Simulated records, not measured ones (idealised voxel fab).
The process module presented herein is designated voxel spacer lines.
The cross-section shown here is cut; it is 220 nm wide and divided into square cells measuring 5 nm on a side.
For the purposes of this document, a cross-section shall be understood as a grid of square cells, specified as bands listed in top-to-bottom order, each band consisting of one or more rows of cells.
Per band: top height and bottom height in nm, followed by the left-to-right materials and their widths in nm; "full width" marks a single material spanning edge to edge, "blank" marks empty space.
Height 0 is the level under which the wafer as received is all one material. The lowest band goes on downwards, as in "0 -> down".
Per-row width for "30..40": begins at first number (top row of band), ends at second number (bottom row), increment between rows held constant.
For the purposes of this document, the phrase "nothing altered" attached to a step denotes that no cell within the cross-section was modified by that step.
The entry "Sealed cavities" lists the empty spaces that cover at least 8 cells and have no open path to the top. Each is written as width x height at distance, where the distance is measured from the left edge and all three values are in nm.
It should be noted that, on the line of a given step, the content following the step's settings is a remark produced by the simulator itself with respect to that step.
"overlay nm" on a masked step: distance the mask lay right of its planned place, negative for left.
# Below is the list of planned process steps
1: RECEIVE: material Si
2: CONFORMAL_DEP: material Al2O3, thk nm 10
3: DIRECTIONAL_DEP: material TiN, thk nm 10
4: DIRECTIONAL_DEP: material aC, thk nm 20
5: PATTERN: tone cover, mask id MANDREL, material resist, width nm 20, pitch nm 60, thk nm 30, overlay nm 0
6: DIRECTIONAL_ETCH: etch materials aC, depth nm 20
7: STRIP: etch materials resist
8: CONFORMAL_DEP: material SiN, thk nm 10
9: DIRECTIONAL_ETCH: etch materials SiN, depth nm 10
10: STRIP: etch materials aC
11: DIRECTIONAL_ETCH: etch materials TiN, depth nm 10
12: STRIP: etch materials SiN
# This is the cross-section of the wafer as we received it, i.e. after step 1
  0 -> down  Si full width
  Sealed cavities: none
# Cross-section, first of two wafers, end of module, run as planned
  20 -> 10  blank 30 nm, then TiN 10 nm, then blank 20 nm, then TiN 10 nm, then blank 20 nm, then TiN 10 nm, then blank 20 nm, then TiN 10 nm, then blank 20 nm, then TiN 10 nm, then blank 20 nm, then TiN 10 nm, then blank 30 nm
  10 -> 0  Al2O3 full width
  0 -> down  Si full width
  Sealed cavities: none
# Here's the second of our two wafers sectioned at module end. Same start as the first, same plan, but one mistake got made running it
  20 -> 10  blank 20 nm, then TiN 10 nm, then blank 20 nm, then TiN 10 nm, then blank 20 nm, then TiN 10 nm, then blank 20 nm, then TiN 10 nm, then blank 20 nm, then TiN 10 nm, then blank 20 nm, then TiN 10 nm, then blank 40 nm
  10 -> 0  Al2O3 full width
  0 -> down  Si full width
  Sealed cavities: none
Against the plan, the run slipped here: planned and actual differ for step 5; actual: PATTERN: tone cover, mask id MANDREL, material resist, width nm 20, pitch nm 60, thk nm 30, overlay nm -10
Tallied in cells, the final second wafer holds each material in the same quantity as the first, although not at the same places.
